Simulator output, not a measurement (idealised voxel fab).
The document below concerns the process module designated voxel spacer lines.
Cross-section cut: width 200 nm, square cells of 5 nm.
Format of a cross-section: grid, square cells. Given as bands. Order: top down. Band: one or more rows of cells.
Basically the band line says how high the top is and how high the bottom is, in nm, and then what's in it from left to right, every material with its width in nm. Empty space shows up as "air", and if a single material carries "full width" it runs the full band edge to edge.
It should be noted that heights are counted from 0, beneath which the wafer as supplied is of one material throughout, and that the lowest band possesses no lower boundary but continues downward, as written in "0 down".
A width such as "30..40" changes by the same amount from each row of cells to the next, from the band's top row to its bottom row.
Step note "nothing was modified" = no cross-section cell changed.
Empty spaces counting at least 8 cells and having no open way to the top are listed in "Closed void listing". The notation width x height at distance is used for each, the distance being from the left edge and all three values in nm.
Whatever follows a step's settings on its line is a remark the simulator itself makes about that step.
On any step carrying a mask, the "overlay nm" setting, if present on the step's line, tells how far right of its planned place the mask lay; negative values point to the left.
What follows is a series of pairs. Each pair shows a cross-section before one process step and the cross-section after it, and the after view is drawn only down to the lowest band that changed. Beneath each pair is the step that lies between the two, with its settings. Pairs may come from different runs of this module on the same starting wafer, so a pair continues from the one above it only where its entry headed "Ex-ante state" says so.

-- Ex-ante state
> 0 down | Si full width
> Closed void listing: none

-- State After Step
> 5 to 0 | Al2O3 full width
> For the remainder of the cross-section, below 0, there is no change.
> Closed void listing: none
The transition between the preceding cross-sections is accomplished by CONFORMAL_DEP with material Al2O3, thk nm 5

Ex-ante state: check the pair just above; its after cross-section is our before state.

-- State After Step
> 20 to 5 | W full width
> For the remainder of the cross-section, below 5, there is no change.
> Closed void listing: none
The transition between the preceding cross-sections is accomplished by DIRECTIONAL_DEP with material W, thk nm 15

Ex-ante state: check the pair just above; its after cross-section is our before state.

-- State After Step
> 45 to 20 | polySi full width
> For the remainder of the cross-section, below 20, there is no change.
> Closed void listing: none
The transition between the preceding cross-sections is accomplished by DIRECTIONAL_DEP with material polySi, thk nm 25

Ex-ante state: check the pair just above; its after cross-section is our before state.

-- State After Step
> 80 to 45 | 55 of air, then 20 of resist, then 50 of air, then 20 of resist, then 55 of air
> For the remainder of the cross-section, below 45, there is no change.
> Closed void listing: none
The transition between the preceding cross-sections is accomplished by PATTERN with tone cover, mask id MANDREL, material resist, width nm 20, pitch nm 70, thk nm 35, overlay nm 0

Ex-ante state: check the pair just above; its after cross-section is our before state.

-- State After Step
> 80 to 45 | 55 of air, then 20 of resist, then 50 of air, then 20 of resist, then 55 of air
> 45 to 20 | 55 of air, then 20 of polySi, then 50 of air, then 20 of polySi, then 55 of air
> For the remainder of the cross-section, below 20, there is no change.
> Closed void listing: none
The transition between the preceding cross-sections is accomplished by DIRECTIONAL_ETCH with etch materials polySi, depth nm 25

Ex-ante state: check the pair just above; its after cross-section is our before state.

-- State After Step
> 45 to 20 | 55 of air, then 20 of polySi, then 50 of air, then 20 of polySi, then 55 of air
> For the remainder of the cross-section, below 20, there is no change.
> Closed void listing: none
The transition between the preceding cross-sections is accomplished by STRIP with etch materials resist

Ex-ante state: check the pair just above; its after cross-section is our before state.

-- State After Step
> 60 to 45 | 40 of air, then 50 of SiN, then 20 of air, then 50 of SiN, then 40 of air
> 45 to 35 | 40 of air, then 15 of SiN, then 20 of polySi, then 15 of SiN, then 20 of air, then 15 of SiN, then 20 of polySi, then 15 of SiN, then 40 of air
> 35 to 20 | 55 of SiN, then 20 of polySi, then 50 of SiN, then 20 of polySi, then 55 of SiN
> For the remainder of the cross-section, below 20, there is no change.
> Closed void listing: none
The transition between the preceding cross-sections is accomplished by CONFORMAL_DEP with material SiN, thk nm 15

Ex-ante state: check the pair just above; its after cross-section is our before state.

-- State After Step
> 45 to 20 | 40 of air, then 15 of SiN, then 20 of polySi, then 15 of SiN, then 20 of air, then 15 of SiN, then 20 of polySi, then 15 of SiN, then 40 of air
> For the remainder of the cross-section, below 20, there is no change.
> Closed void listing: none
The transition between the preceding cross-sections is accomplished by DIRECTIONAL_ETCH with etch materials SiN, depth nm 15

Ex-ante state: check the pair just above; its after cross-section is our before state.

-- State After Step
> 45 to 20 | 40 of air, then 15 of SiN, then 20 of air, then 15 of SiN, then 20 of air, then 15 of SiN, then 20 of air, then 15 of SiN, then 40 of air
> For the remainder of the cross-section, below 20, there is no change.
> Closed void listing: none
The transition between the preceding cross-sections is accomplished by STRIP with etch materials polySi

Ex-ante state: check the pair just above; its after cross-section is our before state.

-- State After Step
> 45 to 20 | 40 of air, then 15 of SiN, then 20 of air, then 15 of SiN, then 20 of air, then 15 of SiN, then 20 of air, then 15 of SiN, then 40 of air
> 20 to 5 | 40 of air, then 15 of W, then 20 of air, then 15 of W, then 20 of air, then 15 of W, then 20 of air, then 15 of W, then 40 of air
> For the remainder of the cross-section, below 5, there is no change.
> Closed void listing: none
The transition between the preceding cross-sections is accomplished by DIRECTIONAL_ETCH with etch materials W, depth nm 15

Ex-ante state: check the pair just above; its after cross-section is our before state.

-- State After Step
> 20 to 5 | 40 of air, then 15 of W, then 20 of air, then 15 of W, then 20 of air, then 15 of W, then 20 of air, then 15 of W, then 40 of air
> For the remainder of the cross-section, below 5, there is no change.
> Closed void listing: none
The transition between the preceding cross-sections is accomplished by STRIP with etch materials SiN

Ex-ante state: check the pair just above; its after cross-section is our before state.

-- State After Step
> 25 to 20 | lowk full width
> 20 to 5 | 40 of lowk, then 15 of W, then 20 of lowk, then 15 of W, then 20 of lowk, then 15 of W, then 20 of lowk, then 15 of W, then 40 of lowk
> For the remainder of the cross-section, below 5, there is no change.
> Closed void listing: none
The transition between the preceding cross-sections is accomplished by FILL_DEP with material lowk, thk nm 5

Ex-ante state: check the pair just above; its after cross-section is our before state.

-- State After Step
> 20 to 5 | 40 of lowk, then 15 of W, then 20 of lowk, then 15 of W, then 20 of lowk, then 15 of W, then 20 of lowk, then 15 of W, then 40 of lowk
> For the remainder of the cross-section, below 5, there is no change.
> Closed void listing: none
The transition between the preceding cross-sections is accomplished by CMP with height nm 20

-- Ex-ante state
> 0 down | Si full width
> Closed void listing: none

-- State After Step
> 15 to 0 | W full width
> For the remainder of the cross-section, below 0, there is no change.
> Closed void listing: none
The transition between the preceding cross-sections is accomplished by DIRECTIONAL_DEP with material W, thk nm 15

Ex-ante state: check the pair just above; its after cross-section is our before state.

-- State After Step
> 40 to 15 | polySi full width
> For the remainder of the cross-section, below 15, there is no change.
> Closed void listing: none
The transition between the preceding cross-sections is accomplished by DIRECTIONAL_DEP with material polySi, thk nm 25

Ex-ante state: check the pair just above; its after cross-section is our before state.

-- State After Step
> 75 to 40 | 55 of air, then 20 of resist, then 50 of air, then 20 of resist, then 55 of air
> For the remainder of the cross-section, below 40, there is no change.
> Closed void listing: none
The transition between the preceding cross-sections is accomplished by PATTERN with tone cover, mask id MANDREL, material resist, width nm 20, pitch nm 70, thk nm 35, overlay nm 0

Ex-ante state: check the pair just above; its after cross-section is our before state.

-- State After Step
> 75 to 40 | 55 of air, then 20 of resist, then 50 of air, then 20 of resist, then 55 of air
> 40 to 15 | 55 of air, then 20 of polySi, then 50 of air, then 20 of polySi, then 55 of air
> For the remainder of the cross-section, below 15, there is no change.
> Closed void listing: none
The transition between the preceding cross-sections is accomplished by DIRECTIONAL_ETCH with etch materials polySi, depth nm 25

Ex-ante state: check the pair just above; its after cross-section is our before state.

-- State After Step
> 40 to 15 | 55 of air, then 20 of polySi, then 50 of air, then 20 of polySi, then 55 of air
> For the remainder of the cross-section, below 15, there is no change.
> Closed void listing: none
The transition between the preceding cross-sections is accomplished by STRIP with etch materials resist

Ex-ante state: check the pair just above; its after cross-section is our before state.

-- State After Step
> 55 to 40 | 40 of air, then 50 of SiN, then 20 of air, then 50 of SiN, then 40 of air
> 40 to 30 | 40 of air, then 15 of SiN, then 20 of polySi, then 15 of SiN, then 20 of air, then 15 of SiN, then 20 of polySi, then 15 of SiN, then 40 of air
> 30 to 15 | 55 of SiN, then 20 of polySi, then 50 of SiN, then 20 of polySi, then 55 of SiN
> For the remainder of the cross-section, below 15, there is no change.
> Closed void listing: none
The transition between the preceding cross-sections is accomplished by CONFORMAL_DEP with material SiN, thk nm 15

Ex-ante state: check the pair just above; its after cross-section is our before state.

-- State After Step
> 40 to 15 | 40 of air, then 15 of SiN, then 20 of polySi, then 15 of SiN, then 20 of air, then 15 of SiN, then 20 of polySi, then 15 of SiN, then 40 of air
> For the remainder of the cross-section, below 15, there is no change.
> Closed void listing: none
The transition between the preceding cross-sections is accomplished by DIRECTIONAL_ETCH with etch materials SiN, depth nm 15

Ex-ante state: check the pair just above; its after cross-section is our before state.

-- State After Step
> 40 to 15 | 40 of air, then 15 of SiN, then 20 of air, then 15 of SiN, then 20 of air, then 15 of SiN, then 20 of air, then 15 of SiN, then 40 of air
> For the remainder of the cross-section, below 15, there is no change.
> Closed void listing: none
The transition between the preceding cross-sections is accomplished by STRIP with etch materials polySi

Ex-ante state: check the pair just above; its after cross-section is our before state.

-- State After Step
> 40 to 15 | 40 of air, then 15 of SiN, then 20 of air, then 15 of SiN, then 20 of air, then 15 of SiN, then 20 of air, then 15 of SiN, then 40 of air
> 15 to 0 | 40 of air, then 15 of W, then 20 of air, then 15 of W, then 20 of air, then 15 of W, then 20 of air, then 15 of W, then 40 of air
> For the remainder of the cross-section, below 0, there is no change.
> Closed void listing: none
The transition between the preceding cross-sections is accomplished by DIRECTIONAL_ETCH with etch materials W, depth nm 15

Ex-ante state: check the pair just above; its after cross-section is our before state.

-- State After Step
> 15 to 0 | 40 of air, then 15 of W, then 20 of air, then 15 of W, then 20 of air, then 15 of W, then 20 of air, then 15 of W, then 40 of air
> For the remainder of the cross-section, below 0, there is no change.
> Closed void listing: none
The transition between the preceding cross-sections is accomplished by STRIP with etch materials SiN

Ex-ante state: check the pair just above; its after cross-section is our before state.

-- State After Step
> 20 to 15 | lowk full width
> 15 to 0 | 40 of lowk, then 15 of W, then 20 of lowk, then 15 of W, then 20 of lowk, then 15 of W, then 20 of lowk, then 15 of W, then 40 of lowk
> For the remainder of the cross-section, below 0, there is no change.
> Closed void listing: none
The transition between the preceding cross-sections is accomplished by FILL_DEP with material lowk, thk nm 5

-- Ex-ante state
> 15 to 0 | W full width
> 0 down | Si full width
> Closed void listing: none

-- State After Step
> 20 to 15 | Al2O3 full width
> For the remainder of the cross-section, below 15, there is no change.
> Closed void listing: none
The transition between the preceding cross-sections is accomplished by CONFORMAL_DEP with material Al2O3, thk nm 5

Ex-ante state: check the pair just above; its after cross-section is our before state.

-- State After Step
> 45 to 20 | polySi full width
> For the remainder of the cross-section, below 20, there is no change.
> Closed void listing: none
The transition between the preceding cross-sections is accomplished by DIRECTIONAL_DEP with material polySi, thk nm 25

Ex-ante state: check the pair just above; its after cross-section is our before state.

-- State After Step
> 80 to 45 | 55 of air, then 20 of resist, then 50 of air, then 20 of resist, then 55 of air
> For the remainder of the cross-section, below 45, there is no change.
> Closed void listing: none
The transition between the preceding cross-sections is accomplished by PATTERN with tone cover, mask id MANDREL, material resist, width nm 20, pitch nm 70, thk nm 35, overlay nm 0

Ex-ante state: check the pair just above; its after cross-section is our before state.

-- State After Step
> 80 to 45 | 55 of air, then 20 of resist, then 50 of air, then 20 of resist, then 55 of air
> 45 to 20 | 55 of air, then 20 of polySi, then 50 of air, then 20 of polySi, then 55 of air
> For the remainder of the cross-section, below 20, there is no change.
> Closed void listing: none
The transition between the preceding cross-sections is accomplished by DIRECTIONAL_ETCH with etch materials polySi, depth nm 25

Ex-ante state: check the pair just above; its after cross-section is our before state.

-- State After Step
> 45 to 20 | 55 of air, then 20 of polySi, then 50 of air, then 20 of polySi, then 55 of air
> For the remainder of the cross-section, below 20, there is no change.
> Closed void listing: none
The transition between the preceding cross-sections is accomplished by STRIP with etch materials resist

Ex-ante state: check the pair just above; its after cross-section is our before state.

-- State After Step
> 60 to 45 | 40 of air, then 50 of SiN, then 20 of air, then 50 of SiN, then 40 of air
> 45 to 35 | 40 of air, then 15 of SiN, then 20 of polySi, then 15 of SiN, then 20 of air, then 15 of SiN, then 20 of polySi, then 15 of SiN, then 40 of air
> 35 to 20 | 55 of SiN, then 20 of polySi, then 50 of SiN, then 20 of polySi, then 55 of SiN
> For the remainder of the cross-section, below 20, there is no change.
> Closed void listing: none
The transition between the preceding cross-sections is accomplished by CONFORMAL_DEP with material SiN, thk nm 15

Ex-ante state: check the pair just above; its after cross-section is our before state.

-- State After Step
> 45 to 20 | 40 of air, then 15 of SiN, then 20 of polySi, then 15 of SiN, then 20 of air, then 15 of SiN, then 20 of polySi, then 15 of SiN, then 40 of air
> For the remainder of the cross-section, below 20, there is no change.
> Closed void listing: none
The transition between the preceding cross-sections is accomplished by DIRECTIONAL_ETCH with etch materials SiN, depth nm 15

Ex-ante state: check the pair just above; its after cross-section is our before state.

-- State After Step
> 45 to 20 | 40 of air, then 15 of SiN, then 20 of air, then 15 of SiN, then 20 of air, then 15 of SiN, then 20 of air, then 15 of SiN, then 40 of air
> For the remainder of the cross-section, below 20, there is no change.
> Closed void listing: none
The transition between the preceding cross-sections is accomplished by STRIP with etch materials polySi

Ex-ante state: check the pair just above; its after cross-section is our before state.

-- State After Step
> 20 to 15 | Al2O3 full width
> For the remainder of the cross-section, below 15, there is no change.
> Closed void listing: none
The transition between the preceding cross-sections is accomplished by STRIP with etch materials SiN

Ex-ante state: check the pair just above; its after cross-section is our before state.

-- State After Step
> 25 to 20 | lowk full width
> For the remainder of the cross-section, below 20, there is no change.
> Closed void listing: none
The transition between the preceding cross-sections is accomplished by FILL_DEP with material lowk, thk nm 5

Ex-ante state: check the pair just above; its after cross-section is our before state.

-- State After Step
> 20 to 15 | Al2O3 full width
> For the remainder of the cross-section, below 15, there is no change.
> Closed void listing: none
The transition between the preceding cross-sections is accomplished by CMP with height nm 20

-- Ex-ante state
> 5 to 0 | Al2O3 full width
> 0 down | Si full width
> Closed void listing: none

-- State After Step
> 15 to 5 | W full width
> For the remainder of the cross-section, below 5, there is no change.
> Closed void listing: none
The transition between the preceding cross-sections is accomplished by DIRECTIONAL_DEP with material W, thk nm 10

Ex-ante state: check the pair just above; its after cross-section is our before state.

-- State After Step
> 40 to 15 | polySi full width
> For the remainder of the cross-section, below 15, there is no change.
> Closed void listing: none
The transition between the preceding cross-sections is accomplished by DIRECTIONAL_DEP with material polySi, thk nm 25

Ex-ante state: check the pair just above; its after cross-section is our before state.

-- State After Step
> 75 to 40 | 55 of air, then 20 of resist, then 50 of air, then 20 of resist, then 55 of air
> For the remainder of the cross-section, below 40, there is no change.
> Closed void listing: none
The transition between the preceding cross-sections is accomplished by PATTERN with tone cover, mask id MANDREL, material resist, width nm 20, pitch nm 70, thk nm 35, overlay nm 0

Ex-ante state: check the pair just above; its after cross-section is our before state.

-- State After Step
> 75 to 40 | 55 of air, then 20 of resist, then 50 of air, then 20 of resist, then 55 of air
> 40 to 15 | 55 of air, then 20 of polySi, then 50 of air, then 20 of polySi, then 55 of air
> For the remainder of the cross-section, below 15, there is no change.
> Closed void listing: none
The transition between the preceding cross-sections is accomplished by DIRECTIONAL_ETCH with etch materials polySi, depth nm 25

Ex-ante state: check the pair just above; its after cross-section is our before state.

-- State After Step
> 40 to 15 | 55 of air, then 20 of polySi, then 50 of air, then 20 of polySi, then 55 of air
> For the remainder of the cross-section, below 15, there is no change.
> Closed void listing: none
The transition between the preceding cross-sections is accomplished by STRIP with etch materials resist

Ex-ante state: check the pair just above; its after cross-section is our before state.

-- State After Step
> 55 to 40 | 40 of air, then 50 of SiN, then 20 of air, then 50 of SiN, then 40 of air
> 40 to 30 | 40 of air, then 15 of SiN, then 20 of polySi, then 15 of SiN, then 20 of air, then 15 of SiN, then 20 of polySi, then 15 of SiN, then 40 of air
> 30 to 15 | 55 of SiN, then 20 of polySi, then 50 of SiN, then 20 of polySi, then 55 of SiN
> For the remainder of the cross-section, below 15, there is no change.
> Closed void listing: none
The transition between the preceding cross-sections is accomplished by CONFORMAL_DEP with material SiN, thk nm 15

Ex-ante state: check the pair just above; its after cross-section is our before state.

-- State After Step
> 40 to 15 | 40 of air, then 15 of SiN, then 20 of polySi, then 15 of SiN, then 20 of air, then 15 of SiN, then 20 of polySi, then 15 of SiN, then 40 of air
> For the remainder of the cross-section, below 15, there is no change.
> Closed void listing: none
The transition between the preceding cross-sections is accomplished by DIRECTIONAL_ETCH with etch materials SiN, depth nm 15

Ex-ante state: check the pair just above; its after cross-section is our before state.

-- State After Step
> 40 to 15 | 40 of air, then 15 of SiN, then 20 of air, then 15 of SiN, then 20 of air, then 15 of SiN, then 20 of air, then 15 of SiN, then 40 of air
> For the remainder of the cross-section, below 15, there is no change.
> Closed void listing: none
The transition between the preceding cross-sections is accomplished by STRIP with etch materials polySi

Ex-ante state: check the pair just above; its after cross-section is our before state.

-- State After Step
> 40 to 15 | 40 of air, then 15 of SiN, then 20 of air, then 15 of SiN, then 20 of air, then 15 of SiN, then 20 of air, then 15 of SiN, then 40 of air
> 15 to 5 | 40 of air, then 15 of W, then 20 of air, then 15 of W, then 20 of air, then 15 of W, then 20 of air, then 15 of W, then 40 of air
> For the remainder of the cross-section, below 5, there is no change.
> Closed void listing: none
The transition between the preceding cross-sections is accomplished by DIRECTIONAL_ETCH with etch materials W, depth nm 15

Ex-ante state: check the pair just above; its after cross-section is our before state.

-- State After Step
> 15 to 5 | 40 of air, then 15 of W, then 20 of air, then 15 of W, then 20 of air, then 15 of W, then 20 of air, then 15 of W, then 40 of air
> For the remainder of the cross-section, below 5, there is no change.
> Closed void listing: none
The transition between the preceding cross-sections is accomplished by STRIP with etch materials SiN

Ex-ante state: check the pair just above; its after cross-section is our before state.

-- State After Step
> 20 to 15 | lowk full width
> 15 to 5 | 40 of lowk, then 15 of W, then 20 of lowk, then 15 of W, then 20 of lowk, then 15 of W, then 20 of lowk, then 15 of W, then 40 of lowk
> For the remainder of the cross-section, below 5, there is no change.
> Closed void listing: none
The transition between the preceding cross-sections is accomplished by FILL_DEP with material lowk, thk nm 5

-- Ex-ante state
> 45 to 20 | polySi full width
> 20 to 5 | W full width
> 5 to 0 | Al2O3 full width
> 0 down | Si full width
> Closed void listing: none

-- State After Step
> 80 to 45 | 50 of air, then 30 of resist, then 40 of air, then 30 of resist, then 50 of air
> For the remainder of the cross-section, below 45, there is no change.
> Closed void listing: none
The transition between the preceding cross-sections is accomplished by PATTERN with tone cover, mask id MANDREL, material resist, width nm 30, pitch nm 70, thk nm 35, overlay nm 0

Ex-ante state: check the pair just above; its after cross-section is our before state.

-- State After Step
> 80 to 45 | 50 of air, then 30 of resist, then 40 of air, then 30 of resist, then 50 of air
> 45 to 20 | 50 of air, then 30 of polySi, then 40 of air, then 30 of polySi, then 50 of air
> For the remainder of the cross-section, below 20, there is no change.
> Closed void listing: none
The transition between the preceding cross-sections is accomplished by DIRECTIONAL_ETCH with etch materials polySi, depth nm 25

Ex-ante state: check the pair just above; its after cross-section is our before state.

-- State After Step
> 45 to 20 | 50 of air, then 30 of polySi, then 40 of air, then 30 of polySi, then 50 of air
> For the remainder of the cross-section, below 20, there is no change.
> Closed void listing: none
The transition between the preceding cross-sections is accomplished by STRIP with etch materials resist

Ex-ante state: check the pair just above; its after cross-section is our before state.

-- State After Step
> 60 to 45 | 35 of air, then 60 of SiN, then 10 of air, then 60 of SiN, then 35 of air
> 45 to 35 | 35 of air, then 15 of SiN, then 30 of polySi, then 15 of SiN, then 10 of air, then 15 of SiN, then 30 of polySi, then 15 of SiN, then 35 of air
> 35 to 20 | 50 of SiN, then 30 of polySi, then 40 of SiN, then 30 of polySi, then 50 of SiN
> For the remainder of the cross-section, below 20, there is no change.
> Closed void listing: none
The transition between the preceding cross-sections is accomplished by CONFORMAL_DEP with material SiN, thk nm 15

Ex-ante state: check the pair just above; its after cross-section is our before state.

-- State After Step
> 45 to 20 | 35 of air, then 15 of SiN, then 30 of polySi, then 15 of SiN, then 10 of air, then 15 of SiN, then 30 of polySi, then 15 of SiN, then 35 of air
> For the remainder of the cross-section, below 20, there is no change.
> Closed void listing: none
The transition between the preceding cross-sections is accomplished by DIRECTIONAL_ETCH with etch materials SiN, depth nm 15

Ex-ante state: check the pair just above; its after cross-section is our before state.

-- State After Step
> 45 to 20 | 35 of air, then 15 of SiN, then 30 of air, then 15 of SiN, then 10 of air, then 15 of SiN, then 30 of air, then 15 of SiN, then 35 of air
> For the remainder of the cross-section, below 20, there is no change.
> Closed void listing: none
The transition between the preceding cross-sections is accomplished by STRIP with etch materials polySi

Ex-ante state: check the pair just above; its after cross-section is our before state.

-- State After Step
> 45 to 20 | 35 of air, then 15 of SiN, then 30 of air, then 15 of SiN, then 10 of air, then 15 of SiN, then 30 of air, then 15 of SiN, then 35 of air
> 20 to 5 | 35 of air, then 15 of W, then 30 of air, then 15 of W, then 10 of air, then 15 of W, then 30 of air, then 15 of W, then 35 of air
> For the remainder of the cross-section, below 5, there is no change.
> Closed void listing: none
The transition between the preceding cross-sections is accomplished by DIRECTIONAL_ETCH with etch materials W, depth nm 15

Ex-ante state: check the pair just above; its after cross-section is our before state.

-- State After Step
> 20 to 5 | 35 of air, then 15 of W, then 30 of air, then 15 of W, then 10 of air, then 15 of W, then 30 of air, then 15 of W, then 35 of air
> For the remainder of the cross-section, below 5, there is no change.
> Closed void listing: none
The transition between the preceding cross-sections is accomplished by STRIP with etch materials SiN

Ex-ante state: check the pair just above; its after cross-section is our before state.

-- State After Step
> 25 to 20 | lowk full width
> 20 to 5 | 35 of lowk, then 15 of W, then 30 of lowk, then 15 of W, then 10 of lowk, then 15 of W, then 30 of lowk, then 15 of W, then 35 of lowk
> For the remainder of the cross-section, below 5, there is no change.
> Closed void listing: none
The transition between the preceding cross-sections is accomplished by FILL_DEP with material lowk, thk nm 5

Ex-ante state: check the pair just above; its after cross-section is our before state.

-- State After Step
> 20 to 5 | 35 of lowk, then 15 of W, then 30 of lowk, then 15 of W, then 10 of lowk, then 15 of W, then 30 of lowk, then 15 of W, then 35 of lowk
> For the remainder of the cross-section, below 5, there is no change.
> Closed void listing: none
The transition between the preceding cross-sections is accomplished by CMP with height nm 20

-- Ex-ante state
> 45 to 20 | polySi full width
> 20 to 5 | W full width
> 5 to 0 | Al2O3 full width
> 0 down | Si full width
> Closed void listing: none

-- State After Step
> 80 to 45 | 65 of air, then 20 of resist, then 50 of air, then 20 of resist, then 45 of air
> For the remainder of the cross-section, below 45, there is no change.
> Closed void listing: none
The transition between the preceding cross-sections is accomplished by PATTERN with tone cover, mask id MANDREL, material resist, width nm 20, pitch nm 70, thk nm 35, overlay nm 10

Ex-ante state: check the pair just above; its after cross-section is our before state.

-- State After Step
> 80 to 45 | 65 of air, then 20 of resist, then 50 of air, then 20 of resist, then 45 of air
> 45 to 20 | 65 of air, then 20 of polySi, then 50 of air, then 20 of polySi, then 45 of air
> For the remainder of the cross-section, below 20, there is no change.
> Closed void listing: none
The transition between the preceding cross-sections is accomplished by DIRECTIONAL_ETCH with etch materials polySi, depth nm 25

Ex-ante state: check the pair just above; its after cross-section is our before state.

-- State After Step
> 45 to 20 | 65 of air, then 20 of polySi, then 50 of air, then 20 of polySi, then 45 of air
> For the remainder of the cross-section, below 20, there is no change.
> Closed void listing: none
The transition between the preceding cross-sections is accomplished by STRIP with etch materials resist

Ex-ante state: check the pair just above; its after cross-section is our before state.

-- State After Step
> 60 to 45 | 50 of air, then 50 of SiN, then 20 of air, then 50 of SiN, then 30 of air
> 45 to 35 | 50 of air, then 15 of SiN, then 20 of polySi, then 15 of SiN, then 20 of air, then 15 of SiN, then 20 of polySi, then 15 of SiN, then 30 of air
> 35 to 20 | 65 of SiN, then 20 of polySi, then 50 of SiN, then 20 of polySi, then 45 of SiN
> For the remainder of the cross-section, below 20, there is no change.
> Closed void listing: none
The transition between the preceding cross-sections is accomplished by CONFORMAL_DEP with material SiN, thk nm 15

Ex-ante state: check the pair just above; its after cross-section is our before state.

-- State After Step
> 45 to 20 | 50 of air, then 15 of SiN, then 20 of polySi, then 15 of SiN, then 20 of air, then 15 of SiN, then 20 of polySi, then 15 of SiN, then 30 of air
> For the remainder of the cross-section, below 20, there is no change.
> Closed void listing: none
The transition between the preceding cross-sections is accomplished by DIRECTIONAL_ETCH with etch materials SiN, depth nm 15

Ex-ante state: check the pair just above; its after cross-section is our before state.

-- State After Step
> 45 to 20 | 50 of air, then 15 of SiN, then 20 of air, then 15 of SiN, then 20 of air, then 15 of SiN, then 20 of air, then 15 of SiN, then 30 of air
> For the remainder of the cross-section, below 20, there is no change.
> Closed void listing: none
The transition between the preceding cross-sections is accomplished by STRIP with etch materials polySi

Ex-ante state: check the pair just above; its after cross-section is our before state.

-- State After Step
> 45 to 20 | 50 of air, then 15 of SiN, then 20 of air, then 15 of SiN, then 20 of air, then 15 of SiN, then 20 of air, then 15 of SiN, then 30 of air
> 20 to 5 | 50 of air, then 15 of W, then 20 of air, then 15 of W, then 20 of air, then 15 of W, then 20 of air, then 15 of W, then 30 of air
> For the remainder of the cross-section, below 5, there is no change.
> Closed void listing: none
The transition between the preceding cross-sections is accomplished by DIRECTIONAL_ETCH with etch materials W, depth nm 15

Ex-ante state: check the pair just above; its after cross-section is our before state.

-- State After Step
> 20 to 5 | 50 of air, then 15 of W, then 20 of air, then 15 of W, then 20 of air, then 15 of W, then 20 of air, then 15 of W, then 30 of air
> For the remainder of the cross-section, below 5, there is no change.
> Closed void listing: none
The transition between the preceding cross-sections is accomplished by STRIP with etch materials SiN

Ex-ante state: check the pair just above; its after cross-section is our before state.

-- State After Step
> 25 to 20 | lowk full width
> 20 to 5 | 50 of lowk, then 15 of W, then 20 of lowk, then 15 of W, then 20 of lowk, then 15 of W, then 20 of lowk, then 15 of W, then 30 of lowk
> For the remainder of the cross-section, below 5, there is no change.
> Closed void listing: none
The transition between the preceding cross-sections is accomplished by FILL_DEP with material lowk, thk nm 5

Ex-ante state: check the pair just above; its after cross-section is our before state.

-- State After Step
> 20 to 5 | 50 of lowk, then 15 of W, then 20 of lowk, then 15 of W, then 20 of lowk, then 15 of W, then 20 of lowk, then 15 of W, then 30 of lowk
> For the remainder of the cross-section, below 5, there is no change.
> Closed void listing: none
The transition between the preceding cross-sections is accomplished by CMP with height nm 20

-- Ex-ante state
> 5 to 0 | Al2O3 full width
> 0 down | Si full width
> Closed void listing: none

-- State After Step
> 20 to 5 | lowk full width
> For the remainder of the cross-section, below 5, there is no change.
> Closed void listing: none
The transition between the preceding cross-sections is accomplished by DIRECTIONAL_DEP with material lowk, thk nm 15

Ex-ante state: check the pair just above; its after cross-section is our before state.

-- State After Step
> 45 to 20 | polySi full width
> For the remainder of the cross-section, below 20, there is no change.
> Closed void listing: none
The transition between the preceding cross-sections is accomplished by DIRECTIONAL_DEP with material polySi, thk nm 25

Ex-ante state: check the pair just above; its after cross-section is our before state.

-- State After Step
> 80 to 45 | 55 of air, then 20 of resist, then 50 of air, then 20 of resist, then 55 of air
> For the remainder of the cross-section, below 45, there is no change.
> Closed void listing: none
The transition between the preceding cross-sections is accomplished by PATTERN with tone cover, mask id MANDREL, material resist, width nm 20, pitch nm 70, thk nm 35, overlay nm 0

Ex-ante state: check the pair just above; its after cross-section is our before state.

-- State After Step
> 80 to 45 | 55 of air, then 20 of resist, then 50 of air, then 20 of resist, then 55 of air
> 45 to 20 | 55 of air, then 20 of polySi, then 50 of air, then 20 of polySi, then 55 of air
> For the remainder of the cross-section, below 20, there is no change.
> Closed void listing: none
The transition between the preceding cross-sections is accomplished by DIRECTIONAL_ETCH with etch materials polySi, depth nm 25

Ex-ante state: check the pair just above; its after cross-section is our before state.

-- State After Step
> 45 to 20 | 55 of air, then 20 of polySi, then 50 of air, then 20 of polySi, then 55 of air
> For the remainder of the cross-section, below 20, there is no change.
> Closed void listing: none
The transition between the preceding cross-sections is accomplished by STRIP with etch materials resist

Ex-ante state: check the pair just above; its after cross-section is our before state.

-- State After Step
> 60 to 45 | 40 of air, then 50 of SiN, then 20 of air, then 50 of SiN, then 40 of air
> 45 to 35 | 40 of air, then 15 of SiN, then 20 of polySi, then 15 of SiN, then 20 of air, then 15 of SiN, then 20 of polySi, then 15 of SiN, then 40 of air
> 35 to 20 | 55 of SiN, then 20 of polySi, then 50 of SiN, then 20 of polySi, then 55 of SiN
> For the remainder of the cross-section, below 20, there is no change.
> Closed void listing: none
The transition between the preceding cross-sections is accomplished by CONFORMAL_DEP with material SiN, thk nm 15

Ex-ante state: check the pair just above; its after cross-section is our before state.

-- State After Step
> 45 to 20 | 40 of air, then 15 of SiN, then 20 of polySi, then 15 of SiN, then 20 of air, then 15 of SiN, then 20 of polySi, then 15 of SiN, then 40 of air
> For the remainder of the cross-section, below 20, there is no change.
> Closed void listing: none
The transition between the preceding cross-sections is accomplished by DIRECTIONAL_ETCH with etch materials SiN, depth nm 15

Ex-ante state: check the pair just above; its after cross-section is our before state.

-- State After Step
> 45 to 20 | 40 of air, then 15 of SiN, then 20 of air, then 15 of SiN, then 20 of air, then 15 of SiN, then 20 of air, then 15 of SiN, then 40 of air
> For the remainder of the cross-section, below 20, there is no change.
> Closed void listing: none
The transition between the preceding cross-sections is accomplished by STRIP with etch materials polySi

Ex-ante state: check the pair just above; its after cross-section is our before state.

-- State After Step
> 20 to 5 | lowk full width
> For the remainder of the cross-section, below 5, there is no change.
> Closed void listing: none
The transition between the preceding cross-sections is accomplished by STRIP with etch materials SiN

Ex-ante state: check the pair just above; its after cross-section is our before state.

-- State After Step
> 25 to 5 | lowk full width
> For the remainder of the cross-section, below 5, there is no change.
> Closed void listing: none
The transition between the preceding cross-sections is accomplished by FILL_DEP with material lowk, thk nm 5

Ex-ante state: check the pair just above; its after cross-section is our before state.

-- State After Step
> 20 to 5 | lowk full width
> For the remainder of the cross-section, below 5, there is no change.
> Closed void listing: none
The transition between the preceding cross-sections is accomplished by CMP with height nm 20
